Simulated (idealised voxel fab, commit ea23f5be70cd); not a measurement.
This is a process module. Its name is voxel wiring stack.
FYI the section here is cut, 170 nm wide, cells are 5 nm squares.
Cross-section layout: square cells on a grid; listed as bands, top to bottom; a band spans one or more cell rows.
A band entry consists of two parts. The first gives the height of the band's top and the height of its bottom, in nm. The rest lists the band's materials from left to right, each with its width in nm. A single material labelled with the word "throughout" fills the band from edge to edge, and the word "empty" marks empty space.
Heights from 0 (as-received wafer is one material below). Bottom band endless downward, as "0 down".
Per-row width for "30..40": begins at first number (top row of band), ends at second number (bottom row), increment between rows held constant.
For the purposes of this document, the phrase "remained the same" attached to a step denotes that no cell within the cross-section was modified by that step.
"Sealed void list" specifies each empty space that is not open to the top and that occupies no fewer than 8 cells, using the form width x height at distance, the distance measured from the left edge and all three quantities in nm.
On each step's line, the part that comes after the settings is the simulator's own comment on the step.
On any step carrying a mask, the "overlay nm" setting, if present on the step's line, tells how far right of its planned place the mask lay; negative values point to the left.
### Planned process steps
1,RECEIVE,material Si
2,CONFORMAL_DEP,material SiO2,thk nm 10
3,DIRECTIONAL_DEP,material TiN,thk nm 5
4,DIRECTIONAL_DEP,material W,thk nm 25
5,PATTERN,tone cover,mask id METAL_1,material resist,width nm 30,pitch nm 55,thk nm 20,overlay nm 0
6,DIRECTIONAL_ETCH,etch materials W,depth nm 25
7,DIRECTIONAL_ETCH,etch materials TiN,depth nm 5
8,STRIP,etch materials resist
9,FILL_DEP,material lowk,thk nm 5
10,CMP,height nm 40
11,CONFORMAL_DEP,material SiCN,thk nm 5
12,DIRECTIONAL_DEP,material lowk,thk nm 20
13,DIRECTIONAL_DEP,material aC,thk nm 10
14,PATTERN,tone open,mask id PLUG_1,material resist,width nm 15,pitch nm 55,thk nm 25,overlay nm 0
15,DIRECTIONAL_ETCH,etch materials aC,depth nm 10
16,STRIP,etch materials resist
17,DIRECTIONAL_ETCH,etch materials lowk,depth nm 20
18,DIRECTIONAL_ETCH,etch materials SiCN,depth nm 5
19,STRIP,etch materials aC
20,CONFORMAL_DEP,material TiN,thk nm 5
21,FILL_DEP,material Cu,thk nm 10
22,CMP,height nm 65
23,CONFORMAL_DEP,material SiN,thk nm 5
24,DIRECTIONAL_DEP,material SiO2,thk nm 15
25,MASKED_ETCH,tone open,mask id METAL_2,width nm 30,pitch nm 55,etch materials SiO2,depth nm 15,overlay nm 0
26,MASKED_ETCH,tone open,mask id METAL_2,width nm 30,pitch nm 55,etch materials SiN,depth nm 5,overlay nm 0
27,CONFORMAL_DEP,material TiN,thk nm 5
28,FILL_DEP,material Cu,thk nm 10
29,CMP,height nm 85
30,CONFORMAL_DEP,material SiCN,thk nm 5
### As-received wafer cross-section (after step 1)
- 0 down | Si throughout
- Sealed void list: none
### Cross-section taken at module completion on the first of two wafers; processed per the plan
- 90 to 85 | SiCN throughout
- 85 to 70 | SiO2=15 / TiN=5 / Cu=20 / TiN=5 / SiO2=25 / TiN=5 / Cu=20 / TiN=5 / SiO2=25 / TiN=5 / Cu=20 / TiN=5 / SiO2=15
- 70 to 65 | SiN=15 / TiN=30 / SiN=25 / TiN=30 / SiN=25 / TiN=30 / SiN=15
- 65 to 45 | lowk=15 / TiN=5 / Cu=5 / TiN=5 / lowk=40 / TiN=5 / Cu=5 / TiN=5 / lowk=40 / TiN=5 / Cu=5 / TiN=5 / lowk=30
- 45 to 40 | SiCN=15 / TiN=15 / SiCN=40 / TiN=15 / SiCN=40 / TiN=15 / SiCN=30
- 40 to 15 | lowk=15 / W=30 / lowk=25 / W=30 / lowk=25 / W=30 / lowk=15
- 15 to 10 | lowk=15 / TiN=30 / lowk=25 / TiN=30 / lowk=25 / TiN=30 / lowk=15
- 10 to 0 | SiO2 throughout
- 0 down | Si throughout
- Sealed void list: none
### Wafer two (of two), end-of-module cross-section: start = wafer one, plan = wafer one, one run mistake
- 100 to 85 | SiCN throughout
- 85 to 70 | SiO2=15 / TiN=5 / Cu=20 / TiN=5 / SiO2=25 / TiN=5 / Cu=20 / TiN=5 / SiO2=25 / TiN=5 / Cu=20 / TiN=5 / SiO2=15
- 70 to 65 | SiN=15 / TiN=30 / SiN=25 / TiN=30 / SiN=25 / TiN=30 / SiN=15
- 65 to 45 | lowk=15 / TiN=5 / Cu=5 / TiN=5 / lowk=40 / TiN=5 / Cu=5 / TiN=5 / lowk=40 / TiN=5 / Cu=5 / TiN=5 / lowk=30
- 45 to 40 | SiCN=15 / TiN=15 / SiCN=40 / TiN=15 / SiCN=40 / TiN=15 / SiCN=30
- 40 to 15 | lowk=15 / W=30 / lowk=25 / W=30 / lowk=25 / W=30 / lowk=15
- 15 to 10 | lowk=15 / TiN=30 / lowk=25 / TiN=30 / lowk=25 / TiN=30 / lowk=15
- 10 to 0 | SiO2 throughout
- 0 down | Si throughout
- Sealed void list: none
What was done differently from what was planned? planned and actual differ for step 30; actual: CONFORMAL_DEP,material SiCN,thk nm 15
Wafer comparison, final, in cells, second relative to first, materials more or fewer: 68 more of SiCN
